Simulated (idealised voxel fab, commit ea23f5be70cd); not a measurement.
You're looking at the process module voxel released beams.
Each square cell in cross-section cut measures 5 nm, and the section as a whole is 200 nm wide.
A cross-section is a grid of square cells, given in bands from the top down. A band is one or more rows of cells. Heads up on the band format: heights come first, top then bottom, in nm. After that it's the materials left to right, each with its width in nm. A single material flagged "edge to edge" fills the whole band edge to edge, and "empty" means there's empty space there. A quick word on heights: they are counted from 0, and under that level the wafer as it came to us is one material throughout. The lowest band is different from the rest in having no bottom; it simply continues downward, written as in "from 0 down". With a width like "30->40", each row of cells in the band differs from the next by the same amount, the top row carrying the first number and the bottom row the second. Step note "no change" = no cross-section cell changed. Look at "Cavities, sealed" for the closed voids: empty spaces with no open path to the top, sized 8 cells or up. Each is width x height at distance, distance from the left edge, all nm. On each step's line, the part that comes after the settings is the simulator's own comment on the step. Steps that use a mask can have "overlay nm" on their line. It says how far the mask sat to the right of where it was meant to be. Negative means to the left.

-- Below is the list of planned process steps
1. op RECEIVE | material Si
2. op CONFORMAL_DEP | material SiN | thk nm 5
3. op DIRECTIONAL_DEP | material SiO2 | thk nm 20
4. op PATTERN | tone open | mask id ANCHOR | material resist | width nm 35 | thk nm 20 | overlay nm 0
5. op DIRECTIONAL_ETCH | etch materials SiO2 | depth nm 20
6. op STRIP | etch materials resist
7. op CONFORMAL_DEP | material TiN | thk nm 15
8. op MASKED_ETCH | tone cover | mask id BEAM | width nm 110 | etch materials TiN | depth nm 15 | overlay nm 0
9. op STRIP | etch materials SiO2
The wafers are alike at the start. At step 8, their width nm differs. The plan lists the first wafer's value.

-- Incoming state of the first of several wafers in cross-section: after step 1
  from 0 down  Si edge to edge
  Cavities, sealed: none

-- The following table contains a row per wafer, in which are reported, at the conclusion of the module, the cells of each material gained (+) or lost (-) since the wafer's receipt, with its closed voids given thereafter
width nm 110 | +40 SiN | +90 TiN | Cavities, sealed: none
width nm 115 | +40 SiN | +93 TiN | Cavities, sealed: none
width nm 120 | +40 SiN | +96 TiN | Cavities, sealed: none
width nm 125 | +40 SiN | +99 TiN | Cavities, sealed: none
width nm 130 | +40 SiN | +102 TiN | Cavities, sealed: none
width nm 135 | +40 SiN | +105 TiN | Cavities, sealed: none
